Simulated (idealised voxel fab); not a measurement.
process module | voxel self aligned contacts
Pictured: cross-section cut, 255 nm wide, on a grid of 5 nm square cells.
Just so we're on the same page, the cross-sections are grids of square cells, and they're listed out in bands top to bottom, each band one or more rows deep.
Band entry format. Leading values: height of top, height of bottom, nm. Remainder: materials in left-to-right order, each with its width in nm. Special words: "throughout" on a single material, which then fills the band edge to edge; "blank", empty space.
Height reference: 0 = level under which incoming wafer is all one material. Lowest band: no bottom, runs on downward, e.g. "0 down".
The notation "30->40" denotes a width that varies across the rows of cells in the band, beginning at the first number in the top row, finishing at the second number in the bottom row, and changing by an identical amount from each row to the next.
Where the words "stayed the same" appear for a step, the cross-section shows no cell changed by that step; every cell remained as before.
Look at "Closed void inventory" for the closed voids: empty spaces with no open path to the top, sized 8 cells or up. Each is width x height at distance, distance from the left edge, all nm.
It should be noted that, on the line of a given step, the content following the step's settings is a remark produced by the simulator itself with respect to that step.
"overlay nm", when on a step's line for a step with a mask, measures how far to the right of its planned place the mask lay; a negative measure means to the left.

## List of planned process steps
1,op RECEIVE | material Si
2,op OXIDIZE | depth nm 5
3,op DIRECTIONAL_DEP | material polySi | thk nm 20
4,op DIRECTIONAL_DEP | material SiN | thk nm 25
5,op DIRECTIONAL_DEP | material aC | thk nm 10
6,op PATTERN | tone cover | mask id GATE | material resist | width nm 30 | pitch nm 65 | thk nm 25 | overlay nm 0
7,op DIRECTIONAL_ETCH | etch materials aC | depth nm 10
8,op STRIP | etch materials resist
9,op DIRECTIONAL_ETCH | etch materials SiN | depth nm 25
10,op DIRECTIONAL_ETCH | etch materials polySi | depth nm 20
11,op STRIP | etch materials aC
12,op CONFORMAL_DEP | material SiN | thk nm 10
13,op DIRECTIONAL_ETCH | etch materials SiN | depth nm 10
14,op FILL_DEP | material SiO2 | thk nm 10
15,op CMP | height nm 50
16,op MASKED_ETCH | tone open | mask id CONTACT | width nm 45 | etch materials SiO2 | depth nm 55 | overlay nm 0
17,op CONFORMAL_DEP | material TiN | thk nm 5
18,op FILL_DEP | material Ru | thk nm 5
19,op CMP | height nm 50
20,op CONFORMAL_DEP | material SiCN | thk nm 5

## First of two wafers: run as planned

## As-received wafer cross-section (after step 1)
> 0 down = Si throughout
> Closed void inventory: none

## Cross-section: wafer state after step 2
> 0 to -5 = SiO2 throughout
> Note: structure below -5 unchanged.

## Cross-section: wafer state after step 3
> 20 to 0 = polySi throughout
> Note: structure below 0 unchanged.

## Cross-section: wafer state after step 4
> 45 to 20 = SiN throughout
> Note: structure below 20 unchanged.

## Cross-section: wafer state after step 5
> 55 to 45 = aC throughout
> Note: structure below 45 unchanged.

## Cross-section: wafer state after step 6
> 80 to 55 = 80 of blank, then 30 of resist, then 35 of blank, then 30 of resist, then 80 of blank
> Note: structure below 55 unchanged.

## Cross-section: wafer state after step 7
> 70 to 55 = 80 of blank, then 30 of resist, then 35 of blank, then 30 of resist, then 80 of blank
> 55 to 45 = 80 of blank, then 30 of aC, then 35 of blank, then 30 of aC, then 80 of blank
> Note: structure below 45 unchanged.

## Cross-section: wafer state after step 8
> 55 to 45 = 80 of blank, then 30 of aC, then 35 of blank, then 30 of aC, then 80 of blank
> Note: structure below 45 unchanged.

## Cross-section: wafer state after step 9
> 55 to 45 = 80 of blank, then 30 of aC, then 35 of blank, then 30 of aC, then 80 of blank
> 45 to 20 = 80 of blank, then 30 of SiN, then 35 of blank, then 30 of SiN, then 80 of blank
> Note: structure below 20 unchanged.

## Cross-section: wafer state after step 10
> 55 to 45 = 80 of blank, then 30 of aC, then 35 of blank, then 30 of aC, then 80 of blank
> 45 to 20 = 80 of blank, then 30 of SiN, then 35 of blank, then 30 of SiN, then 80 of blank
> 20 to 0 = 80 of blank, then 30 of polySi, then 35 of blank, then 30 of polySi, then 80 of blank
> Note: structure below 0 unchanged.

## Cross-section: wafer state after step 11
> 45 to 20 = 80 of blank, then 30 of SiN, then 35 of blank, then 30 of SiN, then 80 of blank
> Note: structure below 20 unchanged.

## Cross-section: wafer state after step 12
> 55 to 20 = 70 of blank, then 50 of SiN, then 15 of blank, then 50 of SiN, then 70 of blank
> 20 to 10 = 70 of blank, then 10 of SiN, then 30 of polySi, then 10 of SiN, then 15 of blank, then 10 of SiN, then 30 of polySi, then 10 of SiN, then 70 of blank
> 10 to 0 = 80 of SiN, then 30 of polySi, then 35 of SiN, then 30 of polySi, then 80 of SiN
> Note: structure below 0 unchanged.

## Cross-section: wafer state after step 13
> 45 to 20 = 70 of blank, then 50 of SiN, then 15 of blank, then 50 of SiN, then 70 of blank
> 20 to 0 = 70 of blank, then 10 of SiN, then 30 of polySi, then 10 of SiN, then 15 of blank, then 10 of SiN, then 30 of polySi, then 10 of SiN, then 70 of blank
> Note: structure below 0 unchanged.

## Cross-section: wafer state after step 14
> 55 to 45 = SiO2 throughout
> 45 to 20 = 70 of SiO2, then 50 of SiN, then 15 of SiO2, then 50 of SiN, then 70 of SiO2
> 20 to 0 = 70 of SiO2, then 10 of SiN, then 30 of polySi, then 10 of SiN, then 15 of SiO2, then 10 of SiN, then 30 of polySi, then 10 of SiN, then 70 of SiO2
> Note: structure below 0 unchanged.

## Cross-section: wafer state after step 15
> 50 to 45 = SiO2 throughout
> Note: structure below 45 unchanged.

## Cross-section: wafer state after step 16
> 50 to 45 = 105 of SiO2, then 45 of blank, then 105 of SiO2
> 45 to 20 = 70 of SiO2, then 50 of SiN, then 15 of blank, then 50 of SiN, then 70 of SiO2
> 20 to 0 = 70 of SiO2, then 10 of SiN, then 30 of polySi, then 10 of SiN, then 15 of blank, then 10 of SiN, then 30 of polySi, then 10 of SiN, then 70 of SiO2
> 0 to -5 = 120 of SiO2, then 15 of blank, then 120 of SiO2
> Note: structure below -5 unchanged.

## Cross-section: wafer state after step 17
> 55 to 50 = 110 of TiN, then 35 of blank, then 110 of TiN
> 50 to 45 = 105 of SiO2, then 20 of TiN, then 5 of blank, then 20 of TiN, then 105 of SiO2
> 45 to 20 = 70 of SiO2, then 50 of SiN, then 5 of TiN, then 5 of blank, then 5 of TiN, then 50 of SiN, then 70 of SiO2
> 20 to 0 = 70 of SiO2, then 10 of SiN, then 30 of polySi, then 10 of SiN, then 5 of TiN, then 5 of blank, then 5 of TiN, then 10 of SiN, then 30 of polySi, then 10 of SiN, then 70 of SiO2
> 0 to -5 = 120 of SiO2, then 15 of TiN, then 120 of SiO2
> Note: structure below -5 unchanged.

## Cross-section: wafer state after step 18
> 60 to 55 = Ru throughout
> 55 to 50 = 110 of TiN, then 35 of Ru, then 110 of TiN
> 50 to 45 = 105 of SiO2, then 20 of TiN, then 5 of Ru, then 20 of TiN, then 105 of SiO2
> 45 to 20 = 70 of SiO2, then 50 of SiN, then 5 of TiN, then 5 of Ru, then 5 of TiN, then 50 of SiN, then 70 of SiO2
> 20 to 0 = 70 of SiO2, then 10 of SiN, then 30 of polySi, then 10 of SiN, then 5 of TiN, then 5 of Ru, then 5 of TiN, then 10 of SiN, then 30 of polySi, then 10 of SiN, then 70 of SiO2
> Note: structure below 0 unchanged.

## Cross-section: wafer state after step 19
> 50 to 45 = 105 of SiO2, then 20 of TiN, then 5 of Ru, then 20 of TiN, then 105 of SiO2
> Note: structure below 45 unchanged.

## Cross-section: wafer state after step 20
> 55 to 50 = SiCN throughout
> Note: structure below 50 unchanged.

## Companion wafer, the second of two: same beginning, same intended sequence, one mistake in carrying it out; through step 1 inclusive it tracks the first exactly

Cross-section, second wafer, at the end time the plan gives for step 2: stayed the same

## Cross-section, second wafer, at the end time the plan gives for step 3
> 20 to 0 = polySi throughout
> Note: structure below 0 unchanged.

## Cross-section, second wafer, at the end time the plan gives for step 4
> 45 to 20 = SiN throughout
> Note: structure below 20 unchanged.

## Cross-section, second wafer, at the end time the plan gives for step 5
> 55 to 45 = aC throughout
> Note: structure below 45 unchanged.

## Cross-section, second wafer, at the end time the plan gives for step 6
> 80 to 55 = 80 of blank, then 30 of resist, then 35 of blank, then 30 of resist, then 80 of blank
> Note: structure below 55 unchanged.

## Cross-section, second wafer, at the end time the plan gives for step 7
> 70 to 55 = 80 of blank, then 30 of resist, then 35 of blank, then 30 of resist, then 80 of blank
> 55 to 45 = 80 of blank, then 30 of aC, then 35 of blank, then 30 of aC, then 80 of blank
> Note: structure below 45 unchanged.

## Cross-section, second wafer, at the end time the plan gives for step 8
> 55 to 45 = 80 of blank, then 30 of aC, then 35 of blank, then 30 of aC, then 80 of blank
> Note: structure below 45 unchanged.

## Cross-section, second wafer, at the end time the plan gives for step 9
> 55 to 45 = 80 of blank, then 30 of aC, then 35 of blank, then 30 of aC, then 80 of blank
> 45 to 20 = 80 of blank, then 30 of SiN, then 35 of blank, then 30 of SiN, then 80 of blank
> Note: structure below 20 unchanged.

## Cross-section, second wafer, at the end time the plan gives for step 10
> 55 to 45 = 80 of blank, then 30 of aC, then 35 of blank, then 30 of aC, then 80 of blank
> 45 to 20 = 80 of blank, then 30 of SiN, then 35 of blank, then 30 of SiN, then 80 of blank
> 20 to 0 = 80 of blank, then 30 of polySi, then 35 of blank, then 30 of polySi, then 80 of blank
> Note: structure below 0 unchanged.

## Cross-section, second wafer, at the end time the plan gives for step 11
> 45 to 20 = 80 of blank, then 30 of SiN, then 35 of blank, then 30 of SiN, then 80 of blank
> Note: structure below 20 unchanged.

## Cross-section, second wafer, at the end time the plan gives for step 12
> 55 to 20 = 70 of blank, then 50 of SiN, then 15 of blank, then 50 of SiN, then 70 of blank
> 20 to 10 = 70 of blank, then 10 of SiN, then 30 of polySi, then 10 of SiN, then 15 of blank, then 10 of SiN, then 30 of polySi, then 10 of SiN, then 70 of blank
> 10 to 0 = 80 of SiN, then 30 of polySi, then 35 of SiN, then 30 of polySi, then 80 of SiN
> Note: structure below 0 unchanged.

## Cross-section, second wafer, at the end time the plan gives for step 13
> 45 to 20 = 70 of blank, then 50 of SiN, then 15 of blank, then 50 of SiN, then 70 of blank
> 20 to 0 = 70 of blank, then 10 of SiN, then 30 of polySi, then 10 of SiN, then 15 of blank, then 10 of SiN, then 30 of polySi, then 10 of SiN, then 70 of blank
> Note: structure below 0 unchanged.

## Cross-section, second wafer, at the end time the plan gives for step 14
> 55 to 45 = SiO2 throughout
> 45 to 20 = 70 of SiO2, then 50 of SiN, then 15 of SiO2, then 50 of SiN, then 70 of SiO2
> 20 to 0 = 70 of SiO2, then 10 of SiN, then 30 of polySi, then 10 of SiN, then 15 of SiO2, then 10 of SiN, then 30 of polySi, then 10 of SiN, then 70 of SiO2
> Note: structure below 0 unchanged.

## Cross-section, second wafer, at the end time the plan gives for step 15
> 50 to 45 = SiO2 throughout
> Note: structure below 45 unchanged.

## Cross-section, second wafer, at the end time the plan gives for step 16
> 50 to 45 = 105 of SiO2, then 45 of blank, then 105 of SiO2
> 45 to 20 = 70 of SiO2, then 50 of SiN, then 15 of blank, then 50 of SiN, then 70 of SiO2
> 20 to 0 = 70 of SiO2, then 10 of SiN, then 30 of polySi, then 10 of SiN, then 15 of blank, then 10 of SiN, then 30 of polySi, then 10 of SiN, then 70 of SiO2
> Note: structure below 0 unchanged.

## Cross-section, second wafer, at the end time the plan gives for step 17
> 55 to 50 = 110 of TiN, then 35 of blank, then 110 of TiN
> 50 to 45 = 105 of SiO2, then 20 of TiN, then 5 of blank, then 20 of TiN, then 105 of SiO2
> 45 to 20 = 70 of SiO2, then 50 of SiN, then 5 of TiN, then 5 of blank, then 5 of TiN, then 50 of SiN, then 70 of SiO2
> 20 to 5 = 70 of SiO2, then 10 of SiN, then 30 of polySi, then 10 of SiN, then 5 of TiN, then 5 of blank, then 5 of TiN, then 10 of SiN, then 30 of polySi, then 10 of SiN, then 70 of SiO2
> 5 to 0 = 70 of SiO2, then 10 of SiN, then 30 of polySi, then 10 of SiN, then 15 of TiN, then 10 of SiN, then 30 of polySi, then 10 of SiN, then 70 of SiO2
> Note: structure below 0 unchanged.

## Cross-section, second wafer, at the end time the plan gives for step 18
> 60 to 55 = Ru throughout
> 55 to 50 = 110 of TiN, then 35 of Ru, then 110 of TiN
> 50 to 45 = 105 of SiO2, then 20 of TiN, then 5 of Ru, then 20 of TiN, then 105 of SiO2
> 45 to 20 = 70 of SiO2, then 50 of SiN, then 5 of TiN, then 5 of Ru, then 5 of TiN, then 50 of SiN, then 70 of SiO2
> 20 to 5 = 70 of SiO2, then 10 of SiN, then 30 of polySi, then 10 of SiN, then 5 of TiN, then 5 of Ru, then 5 of TiN, then 10 of SiN, then 30 of polySi, then 10 of SiN, then 70 of SiO2
> Note: structure below 5 unchanged.

## Cross-section, second wafer, at the end time the plan gives for step 19
> 50 to 45 = 105 of SiO2, then 20 of TiN, then 5 of Ru, then 20 of TiN, then 105 of SiO2
> Note: structure below 45 unchanged.

## Cross-section, second wafer, at the end time the plan gives for step 20
> 55 to 50 = SiCN throughout
> Note: structure below 50 unchanged.
The mistake made against the process plan was this: with respect to the plan, step 2 was omitted and not executed
Final cells, second wafer relative to first, materials higher or lower: -1 Ru, +51 Si, -48 SiO2, -2 TiN
